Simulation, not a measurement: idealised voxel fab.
The process module that follows is named voxel wiring stack.
For reference, the cross-section in this document is cut, with width 235 nm and square cells of 5 nm.
A cross-section is a grid of square cells, given in bands from the top down. A band is one or more rows of cells. First you get the band's top height and its bottom height, in nm, and then the materials it's made of, left to right, with each width in nm. If you see a single material with "throughout", that one covers the band edge to edge. "blank" is empty space. Zero point of the height axis is 0; under it, received wafer = one material. Lowest band: continues down indefinitely, "top 0, no bottom". The width entry "30 to 40" should be interpreted row by row: the top row of cells in the band takes the first number, the bottom row takes the second number, and the change between adjacent rows is uniform throughout. Take "nothing got changed" at face value: in the step it is given for, the cross-section changed in none of its cells. Entry "Closed void register" = empty spaces >= 8 cells with no open way to the top; each as width x height at distance, distance from left edge, all nm. Note: text after step settings on the step line = simulator remark on that step. The line of a step may include "overlay nm". On a step with a mask, this value is how far to the right of its planned place the mask lay. A negative value means the mask lay to the left. Pairs follow: section before one process step, section after it down to the lowest changed band, step with settings underneath. Pairs may come from different runs of this module on the same starting wafer; continuity with the pair above only as stated in the "Pre-step condition" entry.
# Pre-step condition
* top 120, bottom 105 | lowk: 20 / blank: 30 / lowk: 25 / blank: 30 / lowk: 25 / blank: 30 / lowk: 25 / blank: 30 / lowk: 20
* top 105, bottom 95 | lowk: 20 / blank: 15 / lowk: 95 / blank: 15 / lowk: 90
* top 95, bottom 90 | SiCN: 20 / blank: 15 / SiCN: 95 / blank: 15 / SiCN: 90
* top 90, bottom 65 | SiO2: 20 / Ru: 25 / SiO2: 30 / Ru: 25 / SiO2: 30 / Ru: 25 / SiO2: 30 / Ru: 25 / SiO2: 25
* top 65, bottom 60 | SiO2: 20 / TiN: 25 / SiO2: 30 / TiN: 25 / SiO2: 30 / TiN: 25 / SiO2: 30 / TiN: 25 / SiO2: 25
* top 60, bottom 40 | SiO2: 20 / TiN: 5 / Ru: 5 / TiN: 5 / SiO2: 95 / TiN: 5 / Ru: 5 / TiN: 5 / SiO2: 90
* top 40, bottom 35 | SiCN: 20 / TiN: 15 / SiCN: 95 / TiN: 15 / SiCN: 90
* top 35, bottom 20 | lowk: 15 / SiN: 5 / W: 25 / SiN: 5 / lowk: 20 / SiN: 5 / W: 25 / SiN: 5 / lowk: 20 / SiN: 5 / W: 25 / SiN: 5 / lowk: 20 / SiN: 5 / W: 25 / SiN: 5 / lowk: 20
* top 20, bottom 15 | SiN: 20 / TiN: 25 / SiN: 30 / TiN: 25 / SiN: 30 / TiN: 25 / SiN: 30 / TiN: 25 / SiN: 25
* top 15, bottom 0 | SiO2 throughout
* top 0, no bottom | Si throughout
* Closed void register: none
# Cross-Section After Step
* top 125, bottom 120 | TiN: 25 / blank: 20 / TiN: 35 / blank: 20 / TiN: 35 / blank: 20 / TiN: 35 / blank: 20 / TiN: 25
* top 120, bottom 110 | lowk: 20 / TiN: 5 / blank: 20 / TiN: 5 / lowk: 25 / TiN: 5 / blank: 20 / TiN: 5 / lowk: 25 / TiN: 5 / blank: 20 / TiN: 5 / lowk: 25 / TiN: 5 / blank: 20 / TiN: 5 / lowk: 20
* top 110, bottom 105 | lowk: 20 / TiN: 5 / blank: 5 / TiN: 20 / lowk: 25 / TiN: 30 / lowk: 25 / TiN: 5 / blank: 5 / TiN: 20 / lowk: 25 / TiN: 30 / lowk: 20
* top 105, bottom 95 | lowk: 20 / TiN: 5 / blank: 5 / TiN: 5 / lowk: 95 / TiN: 5 / blank: 5 / TiN: 5 / lowk: 90
* top 95, bottom 90 | SiCN: 20 / TiN: 15 / SiCN: 95 / TiN: 15 / SiCN: 90
* Heights below 90 show no change.
* Closed void register: none
In between the cross-sections above, the run called for CONFORMAL_DEP (material TiN; thk nm 5)
Pre-step condition: the pre-step structure is the one depicted after the step in the pair just above.
# Cross-Section After Step
* top 135, bottom 125 | Cu throughout
* top 125, bottom 120 | TiN: 25 / Cu: 20 / TiN: 35 / Cu: 20 / TiN: 35 / Cu: 20 / TiN: 35 / Cu: 20 / TiN: 25
* top 120, bottom 110 | lowk: 20 / TiN: 5 / Cu: 20 / TiN: 5 / lowk: 25 / TiN: 5 / Cu: 20 / TiN: 5 / lowk: 25 / TiN: 5 / Cu: 20 / TiN: 5 / lowk: 25 / TiN: 5 / Cu: 20 / TiN: 5 / lowk: 20
* top 110, bottom 105 | lowk: 20 / TiN: 5 / Cu: 5 / TiN: 20 / lowk: 25 / TiN: 30 / lowk: 25 / TiN: 5 / Cu: 5 / TiN: 20 / lowk: 25 / TiN: 30 / lowk: 20
* top 105, bottom 95 | lowk: 20 / TiN: 5 / Cu: 5 / TiN: 5 / lowk: 95 / TiN: 5 / Cu: 5 / TiN: 5 / lowk: 90
* Heights below 95 show no change.
* Closed void register: none
In between the cross-sections above, the run called for FILL_DEP (material Cu; thk nm 10)
Pre-step condition: the pre-step structure is the one depicted after the step in the pair just above.
# Cross-Section After Step
* top 120, bottom 110 | lowk: 20 / TiN: 5 / Cu: 20 / TiN: 5 / lowk: 25 / TiN: 5 / Cu: 20 / TiN: 5 / lowk: 25 / TiN: 5 / Cu: 20 / TiN: 5 / lowk: 25 / TiN: 5 / Cu: 20 / TiN: 5 / lowk: 20
* Heights below 110 show no change.
* Closed void register: none
In between the cross-sections above, the run called for CMP (height nm 120)
Pre-step condition: the pre-step structure is the one depicted after the step in the pair just above.
# Cross-Section After Step
* top 125, bottom 120 | SiCN throughout
* Heights below 120 show no change.
* Closed void register: none
In between the cross-sections above, the run called for CONFORMAL_DEP (material SiCN; thk nm 5)
Pre-step condition: the pre-step structure is the one depicted after the step in the pair just above.
# Cross-Section After Step
* top 140, bottom 125 | SiO2 throughout
* Heights below 125 show no change.
* Closed void register: none
In between the cross-sections above, the run called for DIRECTIONAL_DEP (material SiO2; thk nm 15)
Pre-step condition: the pre-step structure is the one depicted after the step in the pair just above.
# Cross-Section After Step
* top 160, bottom 140 | resist: 20 / blank: 15 / resist: 40 / blank: 15 / resist: 40 / blank: 15 / resist: 40 / blank: 15 / resist: 35
* Heights below 140 show no change.
* Closed void register: none
In between the cross-sections above, the run called for PATTERN (tone open; mask id PLUG_3; material resist; width nm 15; pitch nm 55; thk nm 20; overlay nm 0)
Pre-step condition: the pre-step structure is the one depicted after the step in the pair just above.
# Cross-Section After Step
* top 160, bottom 140 | resist: 20 / blank: 15 / resist: 40 / blank: 15 / resist: 40 / blank: 15 / resist: 40 / blank: 15 / resist: 35
* top 140, bottom 125 | SiO2: 20 / blank: 15 / SiO2: 40 / blank: 15 / SiO2: 40 / blank: 15 / SiO2: 40 / blank: 15 / SiO2: 35
* Heights below 125 show no change.
* Closed void register: none
In between the cross-sections above, the run called for DIRECTIONAL_ETCH (etch materials SiO2; depth nm 15)
Pre-step condition: the pre-step structure is the one depicted after the step in the pair just above.
# Cross-Section After Step
* top 160, bottom 140 | resist: 20 / blank: 15 / resist: 40 / blank: 15 / resist: 40 / blank: 15 / resist: 40 / blank: 15 / resist: 35
* top 140, bottom 125 | SiO2: 20 / blank: 15 / SiO2: 40 / blank: 15 / SiO2: 40 / blank: 15 / SiO2: 40 / blank: 15 / SiO2: 35
* top 125, bottom 120 | SiCN: 20 / blank: 15 / SiCN: 40 / blank: 15 / SiCN: 40 / blank: 15 / SiCN: 40 / blank: 15 / SiCN: 35
* Heights below 120 show no change.
* Closed void register: none
In between the cross-sections above, the run called for DIRECTIONAL_ETCH (etch materials SiCN; depth nm 5)
Pre-step condition: the pre-step structure is the one depicted after the step in the pair just above.
# Cross-Section After Step
* top 140, bottom 125 | SiO2: 20 / blank: 15 / SiO2: 40 / blank: 15 / SiO2: 40 / blank: 15 / SiO2: 40 / blank: 15 / SiO2: 35
* Heights below 125 show no change.
* Closed void register: none
In between the cross-sections above, the run called for STRIP (etch materials resist)
Pre-step condition: the pre-step structure is the one depicted after the step in the pair just above.
# Cross-Section After Step
* top 140, bottom 130 | SiO2: 20 / blank: 15 / SiO2: 40 / blank: 15 / SiO2: 40 / blank: 15 / SiO2: 40 / blank: 15 / SiO2: 35
* top 130, bottom 125 | SiO2: 20 / Ru: 15 / SiO2: 40 / Ru: 15 / SiO2: 40 / Ru: 15 / SiO2: 40 / Ru: 15 / SiO2: 35
* top 125, bottom 120 | SiCN: 20 / Ru: 15 / SiCN: 40 / Ru: 15 / SiCN: 40 / Ru: 15 / SiCN: 40 / Ru: 15 / SiCN: 35
* Heights below 120 show no change.
* Closed void register: none
In between the cross-sections above, the run called for EPI (material Ru; thk nm 10)
Pre-step condition: the pre-step structure is the one depicted after the step in the pair just above.
# Cross-Section After Step
* top 140, bottom 125 | SiO2: 20 / Ru: 15 / SiO2: 40 / Ru: 15 / SiO2: 40 / Ru: 15 / SiO2: 40 / Ru: 15 / SiO2: 35
* Heights below 125 show no change.
* Closed void register: none
In between the cross-sections above, the run called for EPI (material Ru; thk nm 10)
Pre-step condition: the pre-step structure is the one depicted after the step in the pair just above.
# Cross-Section After Step
* top 145, bottom 140 | SiCN throughout
* Heights below 140 show no change.
* Closed void register: none
In between the cross-sections above, the run called for CONFORMAL_DEP (material SiCN; thk nm 5)
Pre-step condition: the pre-step structure is the one depicted after the step in the pair just above.
# Cross-Section After Step
* top 160, bottom 145 | lowk throughout
* Heights below 145 show no change.
* Closed void register: none
In between the cross-sections above, the run called for DIRECTIONAL_DEP (material lowk; thk nm 15)
Pre-step condition: the pre-step structure is the one depicted after the step in the pair just above.
# Cross-Section After Step
* top 160, bottom 145 | lowk: 20 / blank: 25 / lowk: 30 / blank: 25 / lowk: 30 / blank: 25 / lowk: 30 / blank: 25 / lowk: 25
* Heights below 145 show no change.
* Closed void register: none
In between the cross-sections above, the run called for MASKED_ETCH (tone open; mask id METAL_4; width nm 25; pitch nm 55; etch materials lowk; depth nm 15; overlay nm 0)
Pre-step condition: the pre-step structure is the one depicted after the step in the pair just above.
# Cross-Section After Step
* top 160, bottom 145 | lowk: 20 / blank: 25 / lowk: 30 / blank: 25 / lowk: 30 / blank: 25 / lowk: 30 / blank: 25 / lowk: 25
* top 145, bottom 140 | SiCN: 20 / blank: 25 / SiCN: 30 / blank: 25 / SiCN: 30 / blank: 25 / SiCN: 30 / blank: 25 / SiCN: 25
* Heights below 140 show no change.
* Closed void register: none
In between the cross-sections above, the run called for MASKED_ETCH (tone open; mask id METAL_4; width nm 25; pitch nm 55; etch materials SiCN; depth nm 5; overlay nm 0)
Pre-step condition: the pre-step structure is the one depicted after the step in the pair just above.
# Cross-Section After Step
* top 165, bottom 160 | TiN: 25 / blank: 15 / TiN: 40 / blank: 15 / TiN: 40 / blank: 15 / TiN: 40 / blank: 15 / TiN: 30
* top 160, bottom 145 | lowk: 20 / TiN: 5 / blank: 15 / TiN: 5 / lowk: 30 / TiN: 5 / blank: 15 / TiN: 5 / lowk: 30 / TiN: 5 / blank: 15 / TiN: 5 / lowk: 30 / TiN: 5 / blank: 15 / TiN: 5 / lowk: 25
* top 145, bottom 140 | SiCN: 20 / TiN: 25 / SiCN: 30 / TiN: 25 / SiCN: 30 / TiN: 25 / SiCN: 30 / TiN: 25 / SiCN: 25
* Heights below 140 show no change.
* Closed void register: none
In between the cross-sections above, the run called for CONFORMAL_DEP (material TiN; thk nm 5)
Pre-step condition: the pre-step structure is the one depicted after the step in the pair just above.
# Cross-Section After Step
* top 175, bottom 165 | Cu throughout
* top 165, bottom 160 | TiN: 25 / Cu: 15 / TiN: 40 / Cu: 15 / TiN: 40 / Cu: 15 / TiN: 40 / Cu: 15 / TiN: 30
* top 160, bottom 145 | lowk: 20 / TiN: 5 / Cu: 15 / TiN: 5 / lowk: 30 / TiN: 5 / Cu: 15 / TiN: 5 / lowk: 30 / TiN: 5 / Cu: 15 / TiN: 5 / lowk: 30 / TiN: 5 / Cu: 15 / TiN: 5 / lowk: 25
* Heights below 145 show no change.
* Closed void register: none
In between the cross-sections above, the run called for FILL_DEP (material Cu; thk nm 10)
Pre-step condition: the pre-step structure is the one depicted after the step in the pair just above.
# Cross-Section After Step
* top 160, bottom 145 | lowk: 20 / TiN: 5 / Cu: 15 / TiN: 5 / lowk: 30 / TiN: 5 / Cu: 15 / TiN: 5 / lowk: 30 / TiN: 5 / Cu: 15 / TiN: 5 / lowk: 30 / TiN: 5 / Cu: 15 / TiN: 5 / lowk: 25
* Heights below 145 show no change.
* Closed void register: none
In between the cross-sections above, the run called for CMP (height nm 160)
Pre-step condition: the pre-step structure is the one depicted after the step in the pair just above.
# Cross-Section After Step
* top 165, bottom 160 | blank: 15 / Ru: 35 / blank: 20 / Ru: 35 / blank: 20 / Ru: 35 / blank: 20 / Ru: 35 / blank: 20
* Heights below 160 show no change.
* Closed void register: none
In between the cross-sections above, the run called for EPI (material Ru; thk nm 5)
Pre-step condition: the pre-step structure is the one depicted after the step in the pair just above.
# Cross-Section After Step
* top 170, bottom 165 | SiCN throughout
* top 165, bottom 160 | SiCN: 15 / Ru: 35 / SiCN: 20 / Ru: 35 / SiCN: 20 / Ru: 35 / SiCN: 20 / Ru: 35 / SiCN: 20
* Heights below 160 show no change.
* Closed void register: none
In between the cross-sections above, the run called for FILL_DEP (material SiCN; thk nm 5)
# Pre-step condition
* top 70, bottom 60 | aC throughout
* top 60, bottom 40 | SiO2 throughout
* top 40, bottom 35 | SiCN throughout
* top 35, bottom 20 | lowk: 15 / SiN: 5 / W: 25 / SiN: 5 / lowk: 20 / SiN: 5 / W: 25 / SiN: 5 / lowk: 20 / SiN: 5 / W: 25 / SiN: 5 / lowk: 20 / SiN: 5 / W: 25 / SiN: 5 / lowk: 20
* top 20, bottom 15 | SiN: 20 / TiN: 25 / SiN: 30 / TiN: 25 / SiN: 30 / TiN: 25 / SiN: 30 / TiN: 25 / SiN: 25
* top 15, bottom 0 | SiO2 throughout
* top 0, no bottom | Si throughout
* Closed void register: none
# Cross-Section After Step
* top 100, bottom 70 | resist: 15 / blank: 15 / resist: 95 / blank: 15 / resist: 95
* Heights below 70 show no change.
* Closed void register: none
In between the cross-sections above, the run called for PATTERN (tone open; mask id PLUG_1; material resist; width nm 15; pitch nm 110; thk nm 30; overlay nm -5)
Pre-step condition: the pre-step structure is the one depicted after the step in the pair just above.
# Cross-Section After Step
* top 90, bottom 70 | resist: 15 / blank: 15 / resist: 95 / blank: 15 / resist: 95
* top 70, bottom 60 | aC: 15 / blank: 15 / aC: 95 / blank: 15 / aC: 95
* Heights below 60 show no change.
* Closed void register: none
In between the cross-sections above, the run called for DIRECTIONAL_ETCH (etch materials aC; depth nm 10)
Pre-step condition: the pre-step structure is the one depicted after the step in the pair just above.
# Cross-Section After Step
* top 70, bottom 60 | aC: 15 / blank: 15 / aC: 95 / blank: 15 / aC: 95
* Heights below 60 show no change.
* Closed void register: none
In between the cross-sections above, the run called for STRIP (etch materials resist)
Pre-step condition: the pre-step structure is the one depicted after the step in the pair just above.
# Cross-Section After Step
* top 70, bottom 60 | aC: 15 / blank: 15 / aC: 95 / blank: 15 / aC: 95
* top 60, bottom 40 | SiO2: 15 / blank: 15 / SiO2: 95 / blank: 15 / SiO2: 95
* Heights below 40 show no change.
* Closed void register: none
In between the cross-sections above, the run called for DIRECTIONAL_ETCH (etch materials SiO2; depth nm 20)
Pre-step condition: the pre-step structure is the one depicted after the step in the pair just above.
# Cross-Section After Step
* top 70, bottom 60 | aC: 15 / blank: 15 / aC: 95 / blank: 15 / aC: 95
* top 60, bottom 40 | SiO2: 15 / blank: 15 / SiO2: 95 / blank: 15 / SiO2: 95
* top 40, bottom 35 | SiCN: 15 / blank: 15 / SiCN: 95 / blank: 15 / SiCN: 95
* Heights below 35 show no change.
* Closed void register: none
In between the cross-sections above, the run called for DIRECTIONAL_ETCH (etch materials SiCN; depth nm 5)
Pre-step condition: the pre-step structure is the one depicted after the step in the pair just above.
# Cross-Section After Step
* top 60, bottom 40 | SiO2: 15 / blank: 15 / SiO2: 95 / blank: 15 / SiO2: 95
* Heights below 40 show no change.
* Closed void register: none
In between the cross-sections above, the run called for STRIP (etch materials aC)
Pre-step condition: the pre-step structure is the one depicted after the step in the pair just above.
# Cross-Section After Step
* top 65, bottom 60 | TiN: 20 / blank: 5 / TiN: 105 / blank: 5 / TiN: 100
* top 60, bottom 40 | SiO2: 15 / TiN: 5 / blank: 5 / TiN: 5 / SiO2: 95 / TiN: 5 / blank: 5 / TiN: 5 / SiO2: 95
* top 40, bottom 35 | SiCN: 15 / TiN: 15 / SiCN: 95 / TiN: 15 / SiCN: 95
* Heights below 35 show no change.
* Closed void register: none
In between the cross-sections above, the run called for CONFORMAL_DEP (material TiN; thk nm 5)
Pre-step condition: the pre-step structure is the one depicted after the step in the pair just above.
# Cross-Section After Step
* top 70, bottom 65 | Ru throughout
* top 65, bottom 60 | TiN: 20 / Ru: 5 / TiN: 105 / Ru: 5 / TiN: 100
* top 60, bottom 40 | SiO2: 15 / TiN: 5 / Ru: 5 / TiN: 5 / SiO2: 95 / TiN: 5 / Ru: 5 / TiN: 5 / SiO2: 95
* Heights below 40 show no change.
* Closed void register: none
In between the cross-sections above, the run called for FILL_DEP (material Ru; thk nm 5)
Pre-step condition: the pre-step structure is the one depicted after the step in the pair just above.
# Cross-Section After Step
* top 60, bottom 40 | SiO2: 15 / TiN: 5 / Ru: 5 / TiN: 5 / SiO2: 95 / TiN: 5 / Ru: 5 / TiN: 5 / SiO2: 95
* Heights below 40 show no change.
* Closed void register: none
In between the cross-sections above, the run called for CMP (height nm 60)
Pre-step condition: the pre-step structure is the one depicted after the step in the pair just above.
# Cross-Section After Step
* top 65, bottom 60 | TiN throughout
* Heights below 60 show no change.
* Closed void register: none
In between the cross-sections above, the run called for DIRECTIONAL_DEP (material TiN; thk nm 5)
Pre-step condition: the pre-step structure is the one depicted after the step in the pair just above.
# Cross-Section After Step
* top 90, bottom 65 | Ru throughout
* Heights below 65 show no change.
* Closed void register: none
In between the cross-sections above, the run called for DIRECTIONAL_DEP (material Ru; thk nm 25)
Pre-step condition: the pre-step structure is the one depicted after the step in the pair just above.
# Cross-Section After Step
* top 110, bottom 90 | blank: 20 / resist: 25 / blank: 30 / resist: 25 / blank: 30 / resist: 25 / blank: 30 / resist: 25 / blank: 25
* Heights below 90 show no change.
* Closed void register: none
In between the cross-sections above, the run called for PATTERN (tone cover; mask id METAL_2; material resist; width nm 25; pitch nm 55; thk nm 20; overlay nm 0)
Pre-step condition: the pre-step structure is the one depicted after the step in the pair just above.
# Cross-Section After Step
* top 110, bottom 90 | blank: 20 / resist: 25 / blank: 30 / resist: 25 / blank: 30 / resist: 25 / blank: 30 / resist: 25 / blank: 25
* top 90, bottom 65 | blank: 20 / Ru: 25 / blank: 30 / Ru: 25 / blank: 30 / Ru: 25 / blank: 30 / Ru: 25 / blank: 25
* Heights below 65 show no change.
* Closed void register: none
In between the cross-sections above, the run called for DIRECTIONAL_ETCH (etch materials Ru; depth nm 25)
Pre-step condition: the pre-step structure is the one depicted after the step in the pair just above.
# Cross-Section After Step
* top 110, bottom 90 | blank: 20 / resist: 25 / blank: 30 / resist: 25 / blank: 30 / resist: 25 / blank: 30 / resist: 25 / blank: 25
* top 90, bottom 65 | blank: 20 / Ru: 25 / blank: 30 / Ru: 25 / blank: 30 / Ru: 25 / blank: 30 / Ru: 25 / blank: 25
* top 65, bottom 60 | blank: 20 / TiN: 25 / blank: 30 / TiN: 25 / blank: 30 / TiN: 25 / blank: 30 / TiN: 25 / blank: 25
* Heights below 60 show no change.
* Closed void register: none
In between the cross-sections above, the run called for DIRECTIONAL_ETCH (etch materials TiN; depth nm 5)
Pre-step condition: the pre-step structure is the one depicted after the step in the pair just above.
# Cross-Section After Step
* top 90, bottom 65 | blank: 20 / Ru: 25 / blank: 30 / Ru: 25 / blank: 30 / Ru: 25 / blank: 30 / Ru: 25 / blank: 25
* Heights below 65 show no change.
* Closed void register: none
In between the cross-sections above, the run called for STRIP (etch materials resist)
Pre-step condition: the pre-step structure is the one depicted after the step in the pair just above.
# Cross-Section After Step
* top 95, bottom 90 | SiO2 throughout
* top 90, bottom 65 | SiO2: 20 / Ru: 25 / SiO2: 30 / Ru: 25 / SiO2: 30 / Ru: 25 / SiO2: 30 / Ru: 25 / SiO2: 25
* top 65, bottom 60 | SiO2: 20 / TiN: 25 / SiO2: 30 / TiN: 25 / SiO2: 30 / TiN: 25 / SiO2: 30 / TiN: 25 / SiO2: 25
* Heights below 60 show no change.
* Closed void register: none
In between the cross-sections above, the run called for FILL_DEP (material SiO2; thk nm 5)
Pre-step condition: the pre-step structure is the one depicted after the step in the pair just above.
# Cross-Section After Step
* top 90, bottom 65 | SiO2: 20 / Ru: 25 / SiO2: 30 / Ru: 25 / SiO2: 30 / Ru: 25 / SiO2: 30 / Ru: 25 / SiO2: 25
* Heights below 65 show no change.
* Closed void register: none
In between the cross-sections above, the run called for CMP (height nm 90)
Pre-step condition: the pre-step structure is the one depicted after the step in the pair just above.
# Cross-Section After Step
* top 95, bottom 90 | SiCN throughout
* Heights below 90 show no change.
* Closed void register: none
In between the cross-sections above, the run called for CONFORMAL_DEP (material SiCN; thk nm 5)
Pre-step condition: the pre-step structure is the one depicted after the step in the pair just above.
# Cross-Section After Step
* top 120, bottom 95 | lowk throughout
* Heights below 95 show no change.
* Closed void register: none
In between the cross-sections above, the run called for DIRECTIONAL_DEP (material lowk; thk nm 25)
Pre-step condition: the pre-step structure is the one depicted after the step in the pair just above.
# Cross-Section After Step
* top 120, bottom 95 | lowk: 20 / blank: 15 / lowk: 95 / blank: 15 / lowk: 90
* Heights below 95 show no change.
* Closed void register: none
In between the cross-sections above, the run called for MASKED_ETCH (tone open; mask id METAL_3_HOLES; width nm 15; pitch nm 110; etch materials lowk; depth nm 25; overlay nm 0)
Pre-step condition: the pre-step structure is the one depicted after the step in the pair just above.
# Cross-Section After Step
* top 140, bottom 120 | resist: 20 / blank: 25 / resist: 30 / blank: 25 / resist: 30 / blank: 25 / resist: 30 / blank: 25 / resist: 25
* Heights below 120 show no change.
* Closed void register: none
In between the cross-sections above, the run called for PATTERN (tone open; mask id METAL_3; material resist; width nm 25; pitch nm 55; thk nm 20; overlay nm 0)
Pre-step condition: the pre-step structure is the one depicted after the step in the pair just above.
# Cross-Section After Step
* top 140, bottom 120 | resist: 20 / blank: 25 / resist: 30 / blank: 25 / resist: 30 / blank: 25 / resist: 30 / blank: 25 / resist: 25
* top 120, bottom 105 | lowk: 20 / blank: 25 / lowk: 30 / blank: 25 / lowk: 30 / blank: 25 / lowk: 30 / blank: 25 / lowk: 25
* Heights below 105 show no change.
* Closed void register: none
In between the cross-sections above, the run called for DIRECTIONAL_ETCH (etch materials lowk; depth nm 15)
Pre-step condition: the pre-step structure is the one depicted after the step in the pair just above.
# Cross-Section After Step
* top 140, bottom 120 | resist: 20 / blank: 25 / resist: 30 / blank: 25 / resist: 30 / blank: 25 / resist: 30 / blank: 25 / resist: 25
* top 120, bottom 105 | lowk: 20 / blank: 25 / lowk: 30 / blank: 25 / lowk: 30 / blank: 25 / lowk: 30 / blank: 25 / lowk: 25
* top 105, bottom 95 | lowk: 20 / blank: 15 / lowk: 95 / blank: 15 / lowk: 90
* top 95, bottom 90 | SiCN: 20 / blank: 15 / SiCN: 95 / blank: 15 / SiCN: 90
* Heights below 90 show no change.
* Closed void register: none
In between the cross-sections above, the run called for DIRECTIONAL_ETCH (etch materials SiCN; depth nm 5)
Pre-step condition: the pre-step structure is the one depicted after the step in the pair just above.
# Cross-Section After Step
* top 120, bottom 105 | lowk: 20 / blank: 25 / lowk: 30 / blank: 25 / lowk: 30 / blank: 25 / lowk: 30 / blank: 25 / lowk: 25
* Heights below 105 show no change.
* Closed void register: none
In between the cross-sections above, the run called for STRIP (etch materials resist)
Pre-step condition: the pre-step structure is the one depicted after the step in the pair just above.
# Cross-Section After Step
* top 125, bottom 120 | TiN: 25 / blank: 15 / TiN: 40 / blank: 15 / TiN: 40 / blank: 15 / TiN: 40 / blank: 15 / TiN: 30
* top 120, bottom 110 | lowk: 20 / TiN: 5 / blank: 15 / TiN: 5 / lowk: 30 / TiN: 5 / blank: 15 / TiN: 5 / lowk: 30 / TiN: 5 / blank: 15 / TiN: 5 / lowk: 30 / TiN: 5 / blank: 15 / TiN: 5 / lowk: 25
* top 110, bottom 105 | lowk: 20 / TiN: 5 / blank: 5 / TiN: 15 / lowk: 30 / TiN: 25 / lowk: 30 / TiN: 5 / blank: 5 / TiN: 15 / lowk: 30 / TiN: 25 / lowk: 25
* top 105, bottom 95 | lowk: 20 / TiN: 5 / blank: 5 / TiN: 5 / lowk: 95 / TiN: 5 / blank: 5 / TiN: 5 / lowk: 90
* top 95, bottom 90 | SiCN: 20 / TiN: 15 / SiCN: 95 / TiN: 15 / SiCN: 90
* Heights below 90 show no change.
* Closed void register: none
In between the cross-sections above, the run called for CONFORMAL_DEP (material TiN; thk nm 5)
Pre-step condition: the pre-step structure is the one depicted after the step in the pair just above.
# Cross-Section After Step
* top 135, bottom 125 | Cu throughout
* top 125, bottom 120 | TiN: 25 / Cu: 15 / TiN: 40 / Cu: 15 / TiN: 40 / Cu: 15 / TiN: 40 / Cu: 15 / TiN: 30
* top 120, bottom 110 | lowk: 20 / TiN: 5 / Cu: 15 / TiN: 5 / lowk: 30 / TiN: 5 / Cu: 15 / TiN: 5 / lowk: 30 / TiN: 5 / Cu: 15 / TiN: 5 / lowk: 30 / TiN: 5 / Cu: 15 / TiN: 5 / lowk: 25
* top 110, bottom 105 | lowk: 20 / TiN: 5 / Cu: 5 / TiN: 15 / lowk: 30 / TiN: 25 / lowk: 30 / TiN: 5 / Cu: 5 / TiN: 15 / lowk: 30 / TiN: 25 / lowk: 25
* top 105, bottom 95 | lowk: 20 / TiN: 5 / Cu: 5 / TiN: 5 / lowk: 95 / TiN: 5 / Cu: 5 / TiN: 5 / lowk: 90
* Heights below 95 show no change.
* Closed void register: none
In between the cross-sections above, the run called for FILL_DEP (material Cu; thk nm 10)
Pre-step condition: the pre-step structure is the one depicted after the step in the pair just above.
# Cross-Section After Step
* top 120, bottom 110 | lowk: 20 / TiN: 5 / Cu: 15 / TiN: 5 / lowk: 30 / TiN: 5 / Cu: 15 / TiN: 5 / lowk: 30 / TiN: 5 / Cu: 15 / TiN: 5 / lowk: 30 / TiN: 5 / Cu: 15 / TiN: 5 / lowk: 25
* Heights below 110 show no change.
* Closed void register: none
In between the cross-sections above, the run called for CMP (height nm 120)
Pre-step condition: the pre-step structure is the one depicted after the step in the pair just above.
# Cross-Section After Step
* top 125, bottom 120 | SiCN throughout
* Heights below 120 show no change.
* Closed void register: none
In between the cross-sections above, the run called for CONFORMAL_DEP (material SiCN; thk nm 5)
Pre-step condition: the pre-step structure is the one depicted after the step in the pair just above.
# Cross-Section After Step
* top 140, bottom 125 | SiO2 throughout
* Heights below 125 show no change.
* Closed void register: none
In between the cross-sections above, the run called for DIRECTIONAL_DEP (material SiO2; thk nm 15)
Pre-step condition: the pre-step structure is the one depicted after the step in the pair just above.
# Cross-Section After Step
* top 160, bottom 140 | resist: 20 / blank: 15 / resist: 40 / blank: 15 / resist: 40 / blank: 15 / resist: 40 / blank: 15 / resist: 35
* Heights below 140 show no change.
* Closed void register: none
In between the cross-sections above, the run called for PATTERN (tone open; mask id PLUG_3; material resist; width nm 15; pitch nm 55; thk nm 20; overlay nm 0)
Pre-step condition: the pre-step structure is the one depicted after the step in the pair just above.
# Cross-Section After Step
* top 160, bottom 140 | resist: 20 / blank: 15 / resist: 40 / blank: 15 / resist: 40 / blank: 15 / resist: 40 / blank: 15 / resist: 35
* top 140, bottom 125 | SiO2: 20 / blank: 15 / SiO2: 40 / blank: 15 / SiO2: 40 / blank: 15 / SiO2: 40 / blank: 15 / SiO2: 35
* Heights below 125 show no change.
* Closed void register: none
In between the cross-sections above, the run called for DIRECTIONAL_ETCH (etch materials SiO2; depth nm 15)
Pre-step condition: the pre-step structure is the one depicted after the step in the pair just above.
# Cross-Section After Step
* top 160, bottom 140 | resist: 20 / blank: 15 / resist: 40 / blank: 15 / resist: 40 / blank: 15 / resist: 40 / blank: 15 / resist: 35
* top 140, bottom 125 | SiO2: 20 / blank: 15 / SiO2: 40 / blank: 15 / SiO2: 40 / blank: 15 / SiO2: 40 / blank: 15 / SiO2: 35
* top 125, bottom 120 | SiCN: 20 / blank: 15 / SiCN: 40 / blank: 15 / SiCN: 40 / blank: 15 / SiCN: 40 / blank: 15 / SiCN: 35
* Heights below 120 show no change.
* Closed void register: none
In between the cross-sections above, the run called for DIRECTIONAL_ETCH (etch materials SiCN; depth nm 5)
Pre-step condition: the pre-step structure is the one depicted after the step in the pair just above.
# Cross-Section After Step
* top 140, bottom 125 | SiO2: 20 / blank: 15 / SiO2: 40 / blank: 15 / SiO2: 40 / blank: 15 / SiO2: 40 / blank: 15 / SiO2: 35
* Heights below 125 show no change.
* Closed void register: none
In between the cross-sections above, the run called for STRIP (etch materials resist)
Pre-step condition: the pre-step structure is the one depicted after the step in the pair just above.
# Cross-Section After Step
* top 140, bottom 130 | SiO2: 20 / blank: 15 / SiO2: 40 / blank: 15 / SiO2: 40 / blank: 15 / SiO2: 40 / blank: 15 / SiO2: 35
* top 130, bottom 125 | SiO2: 20 / Ru: 15 / SiO2: 40 / Ru: 15 / SiO2: 40 / Ru: 15 / SiO2: 40 / Ru: 15 / SiO2: 35
* top 125, bottom 120 | SiCN: 20 / Ru: 15 / SiCN: 40 / Ru: 15 / SiCN: 40 / Ru: 15 / SiCN: 40 / Ru: 15 / SiCN: 35
* Heights below 120 show no change.
* Closed void register: none
In between the cross-sections above, the run called for EPI (material Ru; thk nm 10)
Pre-step condition: the pre-step structure is the one depicted after the step in the pair just above.
# Cross-Section After Step
* top 140, bottom 125 | SiO2: 20 / Ru: 15 / SiO2: 40 / Ru: 15 / SiO2: 40 / Ru: 15 / SiO2: 40 / Ru: 15 / SiO2: 35
* Heights below 125 show no change.
* Closed void register: none
In between the cross-sections above, the run called for EPI (material Ru; thk nm 10)
Pre-step condition: the pre-step structure is the one depicted after the step in the pair just above.
# Cross-Section After Step
* top 145, bottom 140 | SiCN throughout
* Heights below 140 show no change.
* Closed void register: none
In between the cross-sections above, the run called for CONFORMAL_DEP (material SiCN; thk nm 5)
Pre-step condition: the pre-step structure is the one depicted after the step in the pair just above.
# Cross-Section After Step
* top 160, bottom 145 | lowk throughout
* Heights below 145 show no change.
* Closed void register: none
In between the cross-sections above, the run called for DIRECTIONAL_DEP (material lowk; thk nm 15)
